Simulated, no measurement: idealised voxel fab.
process module | voxel lift off
cross-section cut | 300 nm wide | cells 5 nm
A cross-section is a grid of square cells, given in bands from the top down. A band is one or more rows of cells.
Each band's line starts with the height of the band's top and of its bottom, in nm. Then come its materials from left to right, each with its width in nm. One material with "throughout" fills the band from edge to edge. "air" is empty space.
Height 0 is the level under which the wafer as received is all one material. The lowest band goes on downwards, as in "0 down".
A width such as "30 to 40" changes by the same amount from each row of cells to the next, from the band's top row to its bottom row.
"no change" after a step means that no cell of the cross-section changed.
closed voids: empty space of 8 cells or more with no open way to the top, each as width x height at its distance from the left edge, in nm
after a step's settings: what the simulator itself notes on the step
overlay nm, on a step with a mask: how far to the right of its planned place the mask lay; to the left if negative
plan
1 op RECEIVE | material Si
2 op CONFORMAL_DEP | material SiN | thk nm 10
3 op PATTERN | tone open | mask id LINES | material resist | width nm 25 | pitch nm 45 | thk nm 15 | overlay nm 0
4 op DIRECTIONAL_DEP | material Ru | thk nm 5
5 op STRIP | etch materials resist
6 op CONFORMAL_DEP | material SiCN | thk nm 5
as received, after step 1
  0 down: Si throughout
  closed voids: none
a wafer at the end: this start, this plan, one mistake
  20 to 15: air 65 | SiCN 35 | air 10 | SiCN 35 | air 10 | SiCN 35 | air 10 | SiCN 35 | air 65
  15 to 10: SiCN 70 | Ru 25 | SiCN 20 | Ru 25 | SiCN 20 | Ru 25 | SiCN 20 | Ru 25 | SiCN 70
  10 to 0: Ru throughout
  0 down: Si throughout
  closed voids: none
what went wrong: step 2 ran as: op CONFORMAL_DEP | material Ru | thk nm 10
